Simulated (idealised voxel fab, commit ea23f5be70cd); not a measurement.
process module | voxel self aligned contacts
cross-section cut | 245 nm wide | cells 5 nm
A cross-section is a grid of square cells, given in bands from the top down. A band is one or more rows of cells.
Each band's line starts with the height of the band's top and of its bottom, in nm. Then come its materials from left to right, each with its width in nm. One material with "throughout" fills the band from edge to edge. "air" is empty space.
Height 0 is the level under which the wafer as received is all one material. The lowest band goes on downwards, as in "0 down".
A width such as "30 to 40" changes by the same amount from each row of cells to the next, from the band's top row to its bottom row.
"no change" after a step means that no cell of the cross-section changed.
closed voids: empty space of 8 cells or more with no open way to the top, each as width x height at its distance from the left edge, in nm
after a step's settings: what the simulator itself notes on the step
overlay nm, on a step with a mask: how far to the right of its planned place the mask lay; to the left if negative
plan
1 op RECEIVE | material Si
2 op OXIDIZE | depth nm 5
3 op DIRECTIONAL_DEP | material polySi | thk nm 30
4 op DIRECTIONAL_DEP | material SiN | thk nm 15
5 op MASKED_ETCH | tone cover | mask id GATE | width nm 35 | pitch nm 70 | etch materials SiN | depth nm 15 | overlay nm 0
6 op MASKED_ETCH | tone cover | mask id GATE | width nm 35 | pitch nm 70 | etch materials polySi | depth nm 30 | overlay nm 0
7 op CONFORMAL_DEP | material SiN | thk nm 5
8 op DIRECTIONAL_ETCH | etch materials SiN | depth nm 5
9 op FILL_DEP | material SiO2 | thk nm 15
10 op CMP | height nm 50
11 op DIRECTIONAL_DEP | material aC | thk nm 15
12 op PATTERN | tone open | mask id CONTACT | material resist | width nm 55 | pitch nm 70 | thk nm 35 | overlay nm 0
13 op DIRECTIONAL_ETCH | etch materials aC | depth nm 15
14 op STRIP | etch materials resist
15 op DIRECTIONAL_ETCH | etch materials SiO2 | depth nm 55
16 op STRIP | etch materials aC
17 op CONFORMAL_DEP | material TiN | thk nm 5
18 op FILL_DEP | material Ru | thk nm 10
19 op CMP | height nm 50
20 op CONFORMAL_DEP | material SiCN | thk nm 5
as received, after step 1
  0 down: Si throughout
  closed voids: none
first wafer at the end, as planned
  55 to 50: SiCN throughout
  50 to 45: SiO2 60 | TiN 20 | Ru 15 | TiN 20 | SiO2 15 | TiN 20 | Ru 15 | TiN 20 | SiO2 60
  45 to 30: SiO2 30 | SiN 45 | TiN 5 | Ru 15 | TiN 5 | SiN 45 | TiN 5 | Ru 15 | TiN 5 | SiN 45 | SiO2 30
  30 to 0: SiO2 30 | SiN 5 | polySi 35 | SiN 5 | TiN 5 | Ru 15 | TiN 5 | SiN 5 | polySi 35 | SiN 5 | TiN 5 | Ru 15 | TiN 5 | SiN 5 | polySi 35 | SiN 5 | SiO2 30
  0 to -5: SiO2 75 | TiN 25 | SiO2 45 | TiN 25 | SiO2 75
  -5 down: Si throughout
  closed voids: none
second wafer at the end: like start, like plan, one mistake
  55 to 50: SiCN throughout
  50 to 45: SiO2 30 | TiN 50 | Ru 15 | TiN 55 | Ru 15 | TiN 50 | SiO2 30
  45 to 30: SiO2 30 | TiN 5 | SiN 35 | TiN 10 | Ru 15 | TiN 10 | SiN 35 | TiN 10 | Ru 15 | TiN 10 | SiN 35 | TiN 5 | SiO2 30
  30 to 10: SiO2 30 | TiN 5 | polySi 35 | TiN 10 | Ru 15 | TiN 10 | polySi 35 | TiN 10 | Ru 15 | TiN 10 | polySi 35 | TiN 5 | SiO2 30
  10 to 5: SiO2 30 | TiN 5 | polySi 35 | TiN 35 | polySi 35 | TiN 35 | polySi 35 | TiN 5 | SiO2 30
  5 to 0: TiN 35 | polySi 35 | TiN 35 | polySi 35 | TiN 35 | polySi 35 | TiN 35
  0 to -5: SiO2 throughout
  -5 down: Si throughout
  closed voids: none
what went wrong: step 7 ran as: op CONFORMAL_DEP | material TiN | thk nm 5
at the end the second wafer has, in cells: 12 fewer of Ru | 54 fewer of SiN | 17 fewer of SiO2 | 83 more of TiN
